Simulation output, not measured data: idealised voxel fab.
process module | voxel wiring stack
cross-section cut | 195 nm wide | cells 5 nm
A cross-section is a grid of square cells, given in bands from the top down. A band is one or more rows of cells.
Each band's line starts with the height of the band's top and of its bottom, in nm. Then come its materials from left to right, each with its width in nm. One material with "throughout" fills the band from edge to edge. "air" is empty space.
Height 0 is the level under which the wafer as received is all one material. The lowest band goes on downwards, as in "0 down".
A width such as "30 to 40" changes by the same amount from each row of cells to the next, from the band's top row to its bottom row.
"no change" after a step means that no cell of the cross-section changed.
closed voids: empty space of 8 cells or more with no open way to the top, each as width x height at its distance from the left edge, in nm
after a step's settings: what the simulator itself notes on the step
overlay nm, on a step with a mask: how far to the right of its planned place the mask lay; to the left if negative
plan
1 op RECEIVE | material Si
2 op CONFORMAL_DEP | material SiO2 | thk nm 10
3 op CONFORMAL_DEP | material SiCN | thk nm 5
4 op DIRECTIONAL_DEP | material lowk | thk nm 20
5 op MASKED_ETCH | tone open | mask id METAL_1 | width nm 25 | pitch nm 45 | etch materials lowk | depth nm 20 | overlay nm 0
6 op MASKED_ETCH | tone open | mask id METAL_1 | width nm 25 | pitch nm 45 | etch materials SiCN | depth nm 5 | overlay nm 0
7 op CONFORMAL_DEP | material TiN | thk nm 5
8 op FILL_DEP | material Ru | thk nm 5
9 op CMP | height nm 35
10 op CONFORMAL_DEP | material SiCN | thk nm 5
11 op DIRECTIONAL_DEP | material SiO2 | thk nm 35
12 op MASKED_ETCH | tone open | mask id METAL_2_HOLES | width nm 15 | pitch nm 45 | etch materials SiO2 | depth nm 35 | overlay nm 0
13 op DIRECTIONAL_DEP | material aC | thk nm 15
14 op PATTERN | tone open | mask id METAL_2 | material resist | width nm 25 | pitch nm 45 | thk nm 30 | overlay nm 0
15 op DIRECTIONAL_ETCH | etch materials aC | depth nm 15
16 op STRIP | etch materials resist
17 op DIRECTIONAL_ETCH | etch materials SiO2 | depth nm 20
18 op DIRECTIONAL_ETCH | etch materials SiCN | depth nm 5
19 op STRIP | etch materials aC
20 op CONFORMAL_DEP | material TiN | thk nm 5
21 op FILL_DEP | material Cu | thk nm 5
22 op CMP | height nm 75
23 op CONFORMAL_DEP | material SiCN | thk nm 5
24 op DIRECTIONAL_DEP | material SiO2 | thk nm 10
25 op DIRECTIONAL_DEP | material aC | thk nm 10
26 op PATTERN | tone open | mask id PLUG_2 | material resist | width nm 15 | pitch nm 90 | thk nm 25 | overlay nm 0
27 op DIRECTIONAL_ETCH | etch materials aC | depth nm 10
28 op STRIP | etch materials resist
29 op DIRECTIONAL_ETCH | etch materials SiO2 | depth nm 10
30 op DIRECTIONAL_ETCH | etch materials SiCN | depth nm 5
31 op STRIP | etch materials aC
32 op CONFORMAL_DEP | material TiN | thk nm 5
33 op FILL_DEP | material Cu | thk nm 5
34 op CMP | height nm 90
35 op DIRECTIONAL_DEP | material TiN | thk nm 5
36 op DIRECTIONAL_DEP | material W | thk nm 20
37 op MASKED_ETCH | tone cover | mask id METAL_3 | width nm 25 | pitch nm 45 | etch materials W | depth nm 20 | overlay nm 0
38 op MASKED_ETCH | tone cover | mask id METAL_3 | width nm 25 | pitch nm 45 | etch materials TiN | depth nm 5 | overlay nm 0
39 op CONFORMAL_DEP | material SiCN | thk nm 5
40 op FILL_DEP | material SiO2 | thk nm 10
41 op CMP | height nm 115
42 op CONFORMAL_DEP | material SiN | thk nm 5
first wafer, as planned
as received, after step 1
  0 down: Si throughout
  closed voids: none
after step 2
  10 to 0: SiO2 throughout
  below 0: unchanged
after step 3
  15 to 10: SiCN throughout
  below 10: unchanged
after step 4
  35 to 15: lowk throughout
  below 15: unchanged
after step 5
  35 to 15: lowk 40 | air 25 | lowk 20 | air 25 | lowk 20 | air 25 | lowk 40
  below 15: unchanged
after step 6
  35 to 15: lowk 40 | air 25 | lowk 20 | air 25 | lowk 20 | air 25 | lowk 40
  15 to 10: SiCN 40 | air 25 | SiCN 20 | air 25 | SiCN 20 | air 25 | SiCN 40
  below 10: unchanged
after step 7
  40 to 35: TiN 45 | air 15 | TiN 30 | air 15 | TiN 30 | air 15 | TiN 45
  35 to 15: lowk 40 | TiN 5 | air 15 | TiN 5 | lowk 20 | TiN 5 | air 15 | TiN 5 | lowk 20 | TiN 5 | air 15 | TiN 5 | lowk 40
  15 to 10: SiCN 40 | TiN 25 | SiCN 20 | TiN 25 | SiCN 20 | TiN 25 | SiCN 40
  below 10: unchanged
after step 8
  45 to 40: Ru throughout
  40 to 35: TiN 45 | Ru 15 | TiN 30 | Ru 15 | TiN 30 | Ru 15 | TiN 45
  35 to 15: lowk 40 | TiN 5 | Ru 15 | TiN 5 | lowk 20 | TiN 5 | Ru 15 | TiN 5 | lowk 20 | TiN 5 | Ru 15 | TiN 5 | lowk 40
  below 15: unchanged
after step 9
  35 to 15: lowk 40 | TiN 5 | Ru 15 | TiN 5 | lowk 20 | TiN 5 | Ru 15 | TiN 5 | lowk 20 | TiN 5 | Ru 15 | TiN 5 | lowk 40
  below 15: unchanged
after step 10
  40 to 35: SiCN throughout
  below 35: unchanged
after step 11
  75 to 40: SiO2 throughout
  below 40: unchanged
after step 12
  75 to 40: SiO2 40 | air 15 | SiO2 30 | air 15 | SiO2 30 | air 15 | SiO2 50
  below 40: unchanged
after step 13
  90 to 75: aC 40 | air 15 | aC 30 | air 15 | aC 30 | air 15 | aC 50
  75 to 55: SiO2 40 | air 15 | SiO2 30 | air 15 | SiO2 30 | air 15 | SiO2 50
  55 to 40: SiO2 40 | aC 15 | SiO2 30 | aC 15 | SiO2 30 | aC 15 | SiO2 50
  below 40: unchanged
after step 14
  120 to 90: resist 40 | air 25 | resist 20 | air 25 | resist 20 | air 25 | resist 40
  below 90: unchanged
after step 15
  105 to 90: resist 40 | air 25 | resist 20 | air 25 | resist 20 | air 25 | resist 40
  90 to 75: aC 40 | air 25 | aC 20 | air 25 | aC 20 | air 25 | aC 40
  75 to 40: SiO2 40 | air 15 | SiO2 30 | air 15 | SiO2 30 | air 15 | SiO2 50
  below 40: unchanged
after step 16
  90 to 75: aC 40 | air 25 | aC 20 | air 25 | aC 20 | air 25 | aC 40
  below 75: unchanged
after step 17
  90 to 75: aC 40 | air 25 | aC 20 | air 25 | aC 20 | air 25 | aC 40
  75 to 55: SiO2 40 | air 25 | SiO2 20 | air 25 | SiO2 20 | air 25 | SiO2 40
  below 55: unchanged
after step 18
  90 to 75: aC 40 | air 25 | aC 20 | air 25 | aC 20 | air 25 | aC 40
  75 to 55: SiO2 40 | air 25 | SiO2 20 | air 25 | SiO2 20 | air 25 | SiO2 40
  55 to 40: SiO2 40 | air 15 | SiO2 30 | air 15 | SiO2 30 | air 15 | SiO2 50
  40 to 35: SiCN 40 | air 15 | SiCN 30 | air 15 | SiCN 30 | air 15 | SiCN 50
  below 35: unchanged
after step 19
  75 to 55: SiO2 40 | air 25 | SiO2 20 | air 25 | SiO2 20 | air 25 | SiO2 40
  below 55: unchanged
after step 20
  80 to 75: TiN 45 | air 15 | TiN 30 | air 15 | TiN 30 | air 15 | TiN 45
  75 to 60: SiO2 40 | TiN 5 | air 15 | TiN 5 | SiO2 20 | TiN 5 | air 15 | TiN 5 | SiO2 20 | TiN 5 | air 15 | TiN 5 | SiO2 40
  60 to 55: SiO2 40 | TiN 5 | air 5 | TiN 15 | SiO2 20 | TiN 5 | air 5 | TiN 15 | SiO2 20 | TiN 5 | air 5 | TiN 15 | SiO2 40
  55 to 40: SiO2 40 | TiN 5 | air 5 | TiN 5 | SiO2 30 | TiN 5 | air 5 | TiN 5 | SiO2 30 | TiN 5 | air 5 | TiN 5 | SiO2 50
  40 to 35: SiCN 40 | TiN 15 | SiCN 30 | TiN 15 | SiCN 30 | TiN 15 | SiCN 50
  below 35: unchanged
after step 21
  85 to 80: Cu throughout
  80 to 75: TiN 45 | Cu 15 | TiN 30 | Cu 15 | TiN 30 | Cu 15 | TiN 45
  75 to 60: SiO2 40 | TiN 5 | Cu 15 | TiN 5 | SiO2 20 | TiN 5 | Cu 15 | TiN 5 | SiO2 20 | TiN 5 | Cu 15 | TiN 5 | SiO2 40
  60 to 55: SiO2 40 | TiN 5 | Cu 5 | TiN 15 | SiO2 20 | TiN 5 | Cu 5 | TiN 15 | SiO2 20 | TiN 5 | Cu 5 | TiN 15 | SiO2 40
  55 to 40: SiO2 40 | TiN 5 | Cu 5 | TiN 5 | SiO2 30 | TiN 5 | Cu 5 | TiN 5 | SiO2 30 | TiN 5 | Cu 5 | TiN 5 | SiO2 50
  below 40: unchanged
after step 22
  75 to 60: SiO2 40 | TiN 5 | Cu 15 | TiN 5 | SiO2 20 | TiN 5 | Cu 15 | TiN 5 | SiO2 20 | TiN 5 | Cu 15 | TiN 5 | SiO2 40
  below 60: unchanged
after step 23
  80 to 75: SiCN throughout
  below 75: unchanged
after step 24
  90 to 80: SiO2 throughout
  below 80: unchanged
after step 25
  100 to 90: aC throughout
  below 90: unchanged
after step 26
  125 to 100: resist 40 | air 15 | resist 75 | air 15 | resist 50
  below 100: unchanged
after step 27
  115 to 100: resist 40 | air 15 | resist 75 | air 15 | resist 50
  100 to 90: aC 40 | air 15 | aC 75 | air 15 | aC 50
  below 90: unchanged
after step 28
  100 to 90: aC 40 | air 15 | aC 75 | air 15 | aC 50
  below 90: unchanged
after step 29
  100 to 90: aC 40 | air 15 | aC 75 | air 15 | aC 50
  90 to 80: SiO2 40 | air 15 | SiO2 75 | air 15 | SiO2 50
  below 80: unchanged
after step 30
  100 to 90: aC 40 | air 15 | aC 75 | air 15 | aC 50
  90 to 80: SiO2 40 | air 15 | SiO2 75 | air 15 | SiO2 50
  80 to 75: SiCN 40 | air 15 | SiCN 75 | air 15 | SiCN 50
  below 75: unchanged
after step 31
  90 to 80: SiO2 40 | air 15 | SiO2 75 | air 15 | SiO2 50
  below 80: unchanged
after step 32
  95 to 90: TiN 45 | air 5 | TiN 85 | air 5 | TiN 55
  90 to 80: SiO2 40 | TiN 5 | air 5 | TiN 5 | SiO2 75 | TiN 5 | air 5 | TiN 5 | SiO2 50
  80 to 75: SiCN 40 | TiN 15 | SiCN 75 | TiN 15 | SiCN 50
  below 75: unchanged
after step 33
  100 to 95: Cu throughout
  95 to 90: TiN 45 | Cu 5 | TiN 85 | Cu 5 | TiN 55
  90 to 80: SiO2 40 | TiN 5 | Cu 5 | TiN 5 | SiO2 75 | TiN 5 | Cu 5 | TiN 5 | SiO2 50
  below 80: unchanged
after step 34
  90 to 80: SiO2 40 | TiN 5 | Cu 5 | TiN 5 | SiO2 75 | TiN 5 | Cu 5 | TiN 5 | SiO2 50
  below 80: unchanged
after step 35
  95 to 90: TiN throughout
  below 90: unchanged
after step 36
  115 to 95: W throughout
  below 95: unchanged
after step 37
  115 to 95: air 40 | W 25 | air 20 | W 25 | air 20 | W 25 | air 40
  below 95: unchanged
after step 38
  115 to 95: air 40 | W 25 | air 20 | W 25 | air 20 | W 25 | air 40
  95 to 90: air 40 | TiN 25 | air 20 | TiN 25 | air 20 | TiN 25 | air 40
  below 90: unchanged
after step 39
  120 to 115: air 35 | SiCN 35 | air 10 | SiCN 35 | air 10 | SiCN 35 | air 35
  115 to 95: air 35 | SiCN 5 | W 25 | SiCN 5 | air 10 | SiCN 5 | W 25 | SiCN 5 | air 10 | SiCN 5 | W 25 | SiCN 5 | air 35
  95 to 90: SiCN 40 | TiN 25 | SiCN 20 | TiN 25 | SiCN 20 | TiN 25 | SiCN 40
  below 90: unchanged
after step 40
  130 to 120: SiO2 throughout
  120 to 115: SiO2 35 | SiCN 35 | SiO2 10 | SiCN 35 | SiO2 10 | SiCN 35 | SiO2 35
  115 to 95: SiO2 35 | SiCN 5 | W 25 | SiCN 5 | SiO2 10 | SiCN 5 | W 25 | SiCN 5 | SiO2 10 | SiCN 5 | W 25 | SiCN 5 | SiO2 35
  below 95: unchanged
after step 41
  115 to 95: SiO2 35 | SiCN 5 | W 25 | SiCN 5 | SiO2 10 | SiCN 5 | W 25 | SiCN 5 | SiO2 10 | SiCN 5 | W 25 | SiCN 5 | SiO2 35
  below 95: unchanged
after step 42
  120 to 115: SiN throughout
  below 115: unchanged
second wafer: like start, like plan, one mistake. Through step 40 it matches the first wafer
when step 41 should have ended: no change
when step 42 should have ended
  135 to 130: SiN throughout
  below 130: unchanged
what went wrong: step 41 was left out
at the end the second wafer has, in cells: 21 more of SiCN | 96 more of SiO2
